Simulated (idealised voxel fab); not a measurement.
process module | voxel self aligned contacts
cross-section cut | 170 nm wide | cells 5 nm
A cross-section is a grid of square cells, given in bands from the top down. A band is one or more rows of cells.
Each band's line starts with the height of the band's top and of its bottom, in nm. Then come its materials from left to right, each with its width in nm. One material with "throughout" fills the band from edge to edge. "air" is empty space.
Height 0 is the level under which the wafer as received is all one material. The lowest band goes on downwards, as in "0 down".
A width such as "30 to 40" changes by the same amount from each row of cells to the next, from the band's top row to its bottom row.
"no change" after a step means that no cell of the cross-section changed.
closed voids: empty space of 8 cells or more with no open way to the top, each as width x height at its distance from the left edge, in nm
after a step's settings: what the simulator itself notes on the step
overlay nm, on a step with a mask: how far to the right of its planned place the mask lay; to the left if negative
plan
1 op RECEIVE | material Si
2 op OXIDIZE | depth nm 5
3 op DIRECTIONAL_DEP | material polySi | thk nm 30
4 op DIRECTIONAL_DEP | material SiN | thk nm 20
5 op DIRECTIONAL_DEP | material aC | thk nm 15
6 op PATTERN | tone cover | mask id GATE | material resist | width nm 35 | pitch nm 60 | thk nm 35 | overlay nm -15
7 op DIRECTIONAL_ETCH | etch materials aC | depth nm 15
8 op STRIP | etch materials resist
9 op DIRECTIONAL_ETCH | etch materials SiN | depth nm 20
10 op DIRECTIONAL_ETCH | etch materials polySi | depth nm 30
11 op STRIP | etch materials aC
12 op CONFORMAL_DEP | material SiN | thk nm 5
13 op DIRECTIONAL_ETCH | etch materials SiN | depth nm 5
14 op FILL_DEP | material SiO2 | thk nm 10
15 op CMP | height nm 55
16 op MASKED_ETCH | tone open | mask id CONTACT | width nm 45 | etch materials SiO2 | depth nm 60 | overlay nm 0
17 op CONFORMAL_DEP | material TiN | thk nm 5
18 op FILL_DEP | material W | thk nm 10
19 op CMP | height nm 55
20 op CONFORMAL_DEP | material SiN | thk nm 5
varied across the wafers: overlay nm of step 6. The plan shows the first wafer's value. All wafers start alike
first wafer as received, after step 1
  0 down: Si throughout
  closed voids: none
first wafer at the end, after step 20
  60 to 55: SiN throughout
  55 to 50: SiO2 60 | TiN 5 | W 5 | TiN 35 | SiO2 65
  50 to 30: SiO2 15 | SiN 45 | TiN 5 | W 5 | TiN 5 | SiN 45 | SiO2 50
  30 to 0: SiO2 15 | SiN 5 | polySi 35 | SiN 5 | TiN 5 | W 5 | TiN 5 | SiN 5 | polySi 35 | SiN 5 | SiO2 50
  0 to -5: SiO2 60 | TiN 15 | SiO2 95
  -5 down: Si throughout
  closed voids: none
last wafer at the end
  60 to 55: SiN throughout
  55 to 50: SiO2 60 | TiN 35 | W 5 | TiN 5 | SiO2 65
  50 to 30: SiO2 45 | SiN 45 | TiN 5 | W 5 | TiN 5 | SiN 45 | SiO2 20
  30 to 0: SiO2 45 | SiN 5 | polySi 35 | SiN 5 | TiN 5 | W 5 | TiN 5 | SiN 5 | polySi 35 | SiN 5 | SiO2 20
  0 to -5: SiO2 90 | TiN 15 | SiO2 65
  -5 down: Si throughout
  closed voids: none
each wafer at the end: cells of each material gained (+) or lost (-) since it was received, then its closed voids
overlay nm -15 | -34 Si | +130 SiN | +186 SiO2 | +31 TiN | +11 W | +84 polySi | closed voids: none
overlay nm -10 | -34 Si | +130 SiN | +186 SiO2 | +31 TiN | +11 W | +84 polySi | closed voids: none
overlay nm -5 | -34 Si | +130 SiN | +186 SiO2 | +31 TiN | +11 W | +84 polySi | closed voids: none
overlay nm 0 | -34 Si | +130 SiN | +186 SiO2 | +31 TiN | +11 W | +84 polySi | closed voids: none
overlay nm 5 | -34 Si | +130 SiN | +186 SiO2 | +31 TiN | +11 W | +84 polySi | closed voids: none
overlay nm 10 | -34 Si | +130 SiN | +186 SiO2 | +31 TiN | +11 W | +84 polySi | closed voids: none
overlay nm 15 | -34 Si | +130 SiN | +186 SiO2 | +31 TiN | +11 W | +84 polySi | closed voids: none
